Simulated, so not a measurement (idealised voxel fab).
process module | voxel spacer lines
cross-section cut | 265 nm wide | cells 5 nm
A cross-section is a grid of square cells, given in bands from the top down. A band is one or more rows of cells.
Each band's line starts with the height of the band's top and of its bottom, in nm. Then come its materials from left to right, each with its width in nm. One material with "throughout" fills the band from edge to edge. "air" is empty space.
Height 0 is the level under which the wafer as received is all one material. The lowest band goes on downwards, as in "0 down".
A width such as "30 to 40" changes by the same amount from each row of cells to the next, from the band's top row to its bottom row.
"no change" after a step means that no cell of the cross-section changed.
closed voids: empty space of 8 cells or more with no open way to the top, each as width x height at its distance from the left edge, in nm
after a step's settings: what the simulator itself notes on the step
overlay nm, on a step with a mask: how far to the right of its planned place the mask lay; to the left if negative
plan
1 op RECEIVE | material Si
2 op CONFORMAL_DEP | material Al2O3 | thk nm 10
3 op DIRECTIONAL_DEP | material TiN | thk nm 10
4 op DIRECTIONAL_DEP | material aC | thk nm 25
5 op PATTERN | tone cover | mask id MANDREL | material resist | width nm 20 | pitch nm 70 | thk nm 35 | overlay nm 0
6 op DIRECTIONAL_ETCH | etch materials aC | depth nm 25
7 op STRIP | etch materials resist
8 op CONFORMAL_DEP | material SiO2 | thk nm 15
9 op DIRECTIONAL_ETCH | etch materials SiO2 | depth nm 15
10 op STRIP | etch materials aC
11 op DIRECTIONAL_ETCH | etch materials TiN | depth nm 10
12 op STRIP | etch materials SiO2
first wafer, as planned
as received, after step 1
  0 down: Si throughout
  closed voids: none
after step 2
  10 to 0: Al2O3 throughout
  below 0: unchanged
after step 3
  20 to 10: TiN throughout
  below 10: unchanged
after step 4
  45 to 20: aC throughout
  below 20: unchanged
after step 5
  80 to 45: air 50 | resist 20 | air 50 | resist 20 | air 50 | resist 20 | air 55
  below 45: unchanged
after step 6
  55 to 45: air 50 | resist 20 | air 50 | resist 20 | air 50 | resist 20 | air 55
  45 to 20: air 50 | aC 20 | air 50 | aC 20 | air 50 | aC 20 | air 55
  below 20: unchanged
after step 7
  45 to 20: air 50 | aC 20 | air 50 | aC 20 | air 50 | aC 20 | air 55
  below 20: unchanged
after step 8
  60 to 45: air 35 | SiO2 50 | air 20 | SiO2 50 | air 20 | SiO2 50 | air 40
  45 to 35: air 35 | SiO2 15 | aC 20 | SiO2 15 | air 20 | SiO2 15 | aC 20 | SiO2 15 | air 20 | SiO2 15 | aC 20 | SiO2 15 | air 40
  35 to 20: SiO2 50 | aC 20 | SiO2 50 | aC 20 | SiO2 50 | aC 20 | SiO2 55
  below 20: unchanged
after step 9
  45 to 20: air 35 | SiO2 15 | aC 20 | SiO2 15 | air 20 | SiO2 15 | aC 20 | SiO2 15 | air 20 | SiO2 15 | aC 20 | SiO2 15 | air 40
  below 20: unchanged
after step 10
  45 to 20: air 35 | SiO2 15 | air 20 | SiO2 15 | air 20 | SiO2 15 | air 20 | SiO2 15 | air 20 | SiO2 15 | air 20 | SiO2 15 | air 40
  below 20: unchanged
after step 11
  45 to 20: air 35 | SiO2 15 | air 20 | SiO2 15 | air 20 | SiO2 15 | air 20 | SiO2 15 | air 20 | SiO2 15 | air 20 | SiO2 15 | air 40
  20 to 10: air 35 | TiN 15 | air 20 | TiN 15 | air 20 | TiN 15 | air 20 | TiN 15 | air 20 | TiN 15 | air 20 | TiN 15 | air 40
  below 10: unchanged
after step 12
  20 to 10: air 35 | TiN 15 | air 20 | TiN 15 | air 20 | TiN 15 | air 20 | TiN 15 | air 20 | TiN 15 | air 20 | TiN 15 | air 40
  below 10: unchanged
second wafer: like start, like plan, one mistake. Through step 1 it matches the first wafer
when step 2 should have ended: no change
when step 3 should have ended
  10 to 0: TiN throughout
  below 0: unchanged
when step 4 should have ended
  35 to 10: aC throughout
  below 10: unchanged
when step 5 should have ended
  70 to 35: air 50 | resist 20 | air 50 | resist 20 | air 50 | resist 20 | air 55
  below 35: unchanged
when step 6 should have ended
  45 to 35: air 50 | resist 20 | air 50 | resist 20 | air 50 | resist 20 | air 55
  35 to 10: air 50 | aC 20 | air 50 | aC 20 | air 50 | aC 20 | air 55
  below 10: unchanged
when step 7 should have ended
  35 to 10: air 50 | aC 20 | air 50 | aC 20 | air 50 | aC 20 | air 55
  below 10: unchanged
when step 8 should have ended
  50 to 35: air 35 | SiO2 50 | air 20 | SiO2 50 | air 20 | SiO2 50 | air 40
  35 to 25: air 35 | SiO2 15 | aC 20 | SiO2 15 | air 20 | SiO2 15 | aC 20 | SiO2 15 | air 20 | SiO2 15 | aC 20 | SiO2 15 | air 40
  25 to 10: SiO2 50 | aC 20 | SiO2 50 | aC 20 | SiO2 50 | aC 20 | SiO2 55
  below 10: unchanged
when step 9 should have ended
  35 to 10: air 35 | SiO2 15 | aC 20 | SiO2 15 | air 20 | SiO2 15 | aC 20 | SiO2 15 | air 20 | SiO2 15 | aC 20 | SiO2 15 | air 40
  below 10: unchanged
when step 10 should have ended
  35 to 10: air 35 | SiO2 15 | air 20 | SiO2 15 | air 20 | SiO2 15 | air 20 | SiO2 15 | air 20 | SiO2 15 | air 20 | SiO2 15 | air 40
  below 10: unchanged
when step 11 should have ended
  35 to 10: air 35 | SiO2 15 | air 20 | SiO2 15 | air 20 | SiO2 15 | air 20 | SiO2 15 | air 20 | SiO2 15 | air 20 | SiO2 15 | air 40
  10 to 0: air 35 | TiN 15 | air 20 | TiN 15 | air 20 | TiN 15 | air 20 | TiN 15 | air 20 | TiN 15 | air 20 | TiN 15 | air 40
  below 0: unchanged
when step 12 should have ended
  10 to 0: air 35 | TiN 15 | air 20 | TiN 15 | air 20 | TiN 15 | air 20 | TiN 15 | air 20 | TiN 15 | air 20 | TiN 15 | air 40
  below 0: unchanged
what went wrong: step 2 was left out
at the end the second wafer has, in cells: 106 fewer of Al2O3
